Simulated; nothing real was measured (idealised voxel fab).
process module | voxel wiring stack
cross-section cut | 215 nm wide | cells 5 nm
A cross-section is a grid of square cells, given in bands from the top down. A band is one or more rows of cells.
Each band's line starts with the height of the band's top and of its bottom, in nm. Then come its materials from left to right, each with its width in nm. One material with "throughout" fills the band from edge to edge. "air" is empty space.
Height 0 is the level under which the wafer as received is all one material. The lowest band goes on downwards, as in "0 down".
A width such as "30 to 40" changes by the same amount from each row of cells to the next, from the band's top row to its bottom row.
"no change" after a step means that no cell of the cross-section changed.
closed voids: empty space of 8 cells or more with no open way to the top, each as width x height at its distance from the left edge, in nm
after a step's settings: what the simulator itself notes on the step
overlay nm, on a step with a mask: how far to the right of its planned place the mask lay; to the left if negative
plan
1 op RECEIVE | material Si
2 op CONFORMAL_DEP | material SiO2 | thk nm 15
3 op DIRECTIONAL_DEP | material TiN | thk nm 5
4 op DIRECTIONAL_DEP | material Ru | thk nm 20
5 op DIRECTIONAL_DEP | material aC | thk nm 10
6 op PATTERN | tone cover | mask id METAL_1 | material resist | width nm 25 | pitch nm 50 | thk nm 30 | overlay nm 0
7 op DIRECTIONAL_ETCH | etch materials aC | depth nm 10
8 op STRIP | etch materials resist
9 op DIRECTIONAL_ETCH | etch materials Ru | depth nm 20
10 op DIRECTIONAL_ETCH | etch materials TiN | depth nm 5
11 op STRIP | etch materials aC
12 op FILL_DEP | material SiO2 | thk nm 10
13 op CMP | height nm 40
14 op CONFORMAL_DEP | material SiCN | thk nm 5
15 op DIRECTIONAL_DEP | material SiO2 | thk nm 20
16 op MASKED_ETCH | tone open | mask id PLUG_1 | width nm 15 | pitch nm 50 | etch materials SiO2 | depth nm 20 | overlay nm 0
17 op MASKED_ETCH | tone open | mask id PLUG_1 | width nm 15 | pitch nm 50 | etch materials SiCN | depth nm 5 | overlay nm 0
18 op EPI | material Ru | thk nm 10
19 op EPI | material Ru | thk nm 10
20 op EPI | material Ru | thk nm 5
21 op DIRECTIONAL_DEP | material TiN | thk nm 5
22 op DIRECTIONAL_DEP | material Ru | thk nm 15
23 op DIRECTIONAL_DEP | material aC | thk nm 10
24 op PATTERN | tone cover | mask id METAL_2 | material resist | width nm 15 | pitch nm 50 | thk nm 30 | overlay nm 0
25 op DIRECTIONAL_ETCH | etch materials aC | depth nm 10
26 op STRIP | etch materials resist
27 op DIRECTIONAL_ETCH | etch materials Ru | depth nm 15
28 op DIRECTIONAL_ETCH | etch materials TiN | depth nm 5
29 op STRIP | etch materials aC
30 op FILL_DEP | material SiO2 | thk nm 5
31 op CMP | height nm 85
32 op CONFORMAL_DEP | material SiCN | thk nm 5
33 op DIRECTIONAL_DEP | material lowk | thk nm 10
34 op MASKED_ETCH | tone open | mask id PLUG_2 | width nm 15 | pitch nm 50 | etch materials lowk | depth nm 10 | overlay nm 0
35 op MASKED_ETCH | tone open | mask id PLUG_2 | width nm 15 | pitch nm 50 | etch materials SiCN | depth nm 5 | overlay nm 0
36 op CONFORMAL_DEP | material TiN | thk nm 5
37 op FILL_DEP | material W | thk nm 5
38 op CMP | height nm 100
39 op CONFORMAL_DEP | material SiN | thk nm 5
40 op DIRECTIONAL_DEP | material SiO2 | thk nm 25
41 op PATTERN | tone open | mask id METAL_3 | material resist | width nm 25 | pitch nm 50 | thk nm 20 | overlay nm 0
42 op DIRECTIONAL_ETCH | etch materials SiO2 | depth nm 25
43 op DIRECTIONAL_ETCH | etch materials SiN | depth nm 5
44 op STRIP | etch materials resist
45 op CONFORMAL_DEP | material TiN | thk nm 5
46 op FILL_DEP | material Cu | thk nm 5
47 op CMP | height nm 130
48 op CONFORMAL_DEP | material SiCN | thk nm 5
49 op DIRECTIONAL_DEP | material SiO2 | thk nm 20
50 op MASKED_ETCH | tone open | mask id PLUG_3 | width nm 15 | etch materials SiO2 | depth nm 20 | overlay nm 0
51 op MASKED_ETCH | tone open | mask id PLUG_3 | width nm 15 | etch materials SiCN | depth nm 5 | overlay nm 0
52 op EPI | material Ru | thk nm 10
53 op EPI | material Ru | thk nm 10
54 op EPI | material Ru | thk nm 5
55 op CONFORMAL_DEP | material SiCN | thk nm 5
56 op DIRECTIONAL_DEP | material lowk | thk nm 25
57 op MASKED_ETCH | tone open | mask id METAL_4 | width nm 25 | pitch nm 50 | etch materials lowk | depth nm 25 | overlay nm 0
58 op MASKED_ETCH | tone open | mask id METAL_4 | width nm 25 | pitch nm 50 | etch materials SiCN | depth nm 5 | overlay nm 0
59 op CONFORMAL_DEP | material TiN | thk nm 5
60 op FILL_DEP | material Cu | thk nm 10
61 op CMP | height nm 185
62 op CONFORMAL_DEP | material SiN | thk nm 5
varied across the wafers: width nm of step 24. The plan shows the first wafer's value. All wafers start alike
first wafer as received, after step 1
  0 down: Si throughout
  closed voids: none
first wafer at the end, after step 62
  190 to 185: SiN throughout
  185 to 160: lowk 70 | TiN 5 | Cu 15 | TiN 5 | lowk 25 | TiN 5 | Cu 15 | TiN 5 | lowk 70
  160 to 155: SiCN 70 | TiN 25 | SiCN 25 | TiN 25 | SiCN 70
  155 to 135: SiO2 70 | Ru 15 | SiO2 130
  135 to 130: SiCN 70 | Ru 15 | SiCN 130
  130 to 105: SiO2 70 | TiN 5 | Cu 15 | TiN 5 | SiO2 25 | TiN 5 | Cu 15 | TiN 5 | SiO2 70
  105 to 100: SiN 70 | TiN 25 | SiN 25 | TiN 25 | SiN 70
  100 to 90: lowk 70 | TiN 5 | W 5 | TiN 5 | lowk 35 | TiN 5 | W 5 | TiN 5 | lowk 80
  90 to 85: SiCN 70 | TiN 15 | SiCN 35 | TiN 15 | SiCN 80
  85 to 70: SiO2 75 | Ru 15 | SiO2 35 | Ru 15 | SiO2 75
  70 to 65: SiO2 75 | TiN 15 | SiO2 35 | TiN 15 | SiO2 75
  65 to 45: SiO2 70 | Ru 15 | SiO2 35 | Ru 15 | SiO2 80
  45 to 40: SiCN 70 | Ru 15 | SiCN 35 | Ru 15 | SiCN 80
  40 to 20: SiO2 70 | Ru 25 | SiO2 25 | Ru 25 | SiO2 70
  20 to 15: SiO2 70 | TiN 25 | SiO2 25 | TiN 25 | SiO2 70
  15 to 0: SiO2 throughout
  0 down: Si throughout
  closed voids: none
last wafer at the end
  190 to 185: SiN throughout
  185 to 160: lowk 70 | TiN 5 | Cu 15 | TiN 5 | lowk 25 | TiN 5 | Cu 15 | TiN 5 | lowk 70
  160 to 155: SiCN 70 | TiN 25 | SiCN 25 | TiN 25 | SiCN 70
  155 to 135: SiO2 70 | Ru 15 | SiO2 130
  135 to 130: SiCN 70 | Ru 15 | SiCN 130
  130 to 105: SiO2 70 | TiN 5 | Cu 15 | TiN 5 | SiO2 25 | TiN 5 | Cu 15 | TiN 5 | SiO2 70
  105 to 100: SiN 70 | TiN 25 | SiN 25 | TiN 25 | SiN 70
  100 to 90: lowk 70 | TiN 5 | W 5 | TiN 5 | lowk 35 | TiN 5 | W 5 | TiN 5 | lowk 80
  90 to 85: SiCN 70 | TiN 15 | SiCN 35 | TiN 15 | SiCN 80
  85 to 70: SiO2 65 | Ru 35 | SiO2 15 | Ru 35 | SiO2 65
  70 to 65: SiO2 65 | TiN 35 | SiO2 15 | TiN 35 | SiO2 65
  65 to 45: SiO2 70 | Ru 15 | SiO2 35 | Ru 15 | SiO2 80
  45 to 40: SiCN 70 | Ru 15 | SiCN 35 | Ru 15 | SiCN 80
  40 to 20: SiO2 70 | Ru 25 | SiO2 25 | Ru 25 | SiO2 70
  20 to 15: SiO2 70 | TiN 25 | SiO2 25 | TiN 25 | SiO2 70
  15 to 0: SiO2 throughout
  0 down: Si throughout
  closed voids: none
each wafer at the end: cells of each material gained (+) or lost (-) since it was received, then its closed voids
width nm 15 | +60 Cu | +103 Ru | +147 SiCN | +76 SiN | +915 SiO2 | +90 TiN | +4 W | +239 lowk | closed voids: none
width nm 20 | +60 Cu | +109 Ru | +147 SiCN | +76 SiN | +907 SiO2 | +92 TiN | +4 W | +239 lowk | closed voids: none
width nm 25 | +60 Cu | +115 Ru | +147 SiCN | +76 SiN | +899 SiO2 | +94 TiN | +4 W | +239 lowk | closed voids: none
width nm 30 | +60 Cu | +121 Ru | +147 SiCN | +76 SiN | +891 SiO2 | +96 TiN | +4 W | +239 lowk | closed voids: none
width nm 35 | +60 Cu | +127 Ru | +147 SiCN | +76 SiN | +883 SiO2 | +98 TiN | +4 W | +239 lowk | closed voids: none
